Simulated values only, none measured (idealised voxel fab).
process module | voxel trench capacitor
cross-section cut | 195 nm wide | cells 5 nm
A cross-section is a grid of square cells, given in bands from the top down. A band is one or more rows of cells.
Each band's line starts with the height of the band's top and of its bottom, in nm. Then come its materials from left to right, each with its width in nm. One material with "throughout" fills the band from edge to edge. "air" is empty space.
Height 0 is the level under which the wafer as received is all one material. The lowest band goes on downwards, as in "0 down".
A width such as "30 to 40" changes by the same amount from each row of cells to the next, from the band's top row to its bottom row.
"no change" after a step means that no cell of the cross-section changed.
closed voids: empty space of 8 cells or more with no open way to the top, each as width x height at its distance from the left edge, in nm
after a step's settings: what the simulator itself notes on the step
overlay nm, on a step with a mask: how far to the right of its planned place the mask lay; to the left if negative
plan
1 op RECEIVE | material Si
2 op CONFORMAL_DEP | material SiN | thk nm 5
3 op DIRECTIONAL_DEP | material aC | thk nm 15
4 op PATTERN | tone open | mask id TRENCH | material resist | width nm 25 | pitch nm 55 | thk nm 35 | overlay nm 0
5 op DIRECTIONAL_ETCH | etch materials aC | depth nm 15
6 op STRIP | etch materials resist
7 op DIRECTIONAL_ETCH | etch materials SiN | depth nm 5
8 op DIRECTIONAL_ETCH | etch materials Si | depth nm 35
9 op STRIP | etch materials aC
10 op CONFORMAL_DEP | material SiO2 | thk nm 5
11 op FILL_DEP | material polySi | thk nm 10
12 op CMP | height nm 5
as received, after step 1
  0 down: Si throughout
  closed voids: none
a wafer at the end: this start, this plan, one mistake
  5 to 0: SiN 35 | SiO2 5 | polySi 15 | SiO2 5 | SiN 30 | SiO2 5 | polySi 15 | SiO2 5 | SiN 30 | SiO2 5 | polySi 15 | SiO2 5 | SiN 25
  0 to -30: Si 35 | SiO2 5 | polySi 15 | SiO2 5 | Si 30 | SiO2 5 | polySi 15 | SiO2 5 | Si 30 | SiO2 5 | polySi 15 | SiO2 5 | Si 25
  -30 to -35: Si 35 | SiO2 25 | Si 30 | SiO2 25 | Si 30 | SiO2 25 | Si 25
  -35 down: Si throughout
  closed voids: none
what went wrong: step 4 ran as: op PATTERN | tone open | mask id TRENCH | material resist | width nm 25 | pitch nm 55 | thk nm 35 | overlay nm 5
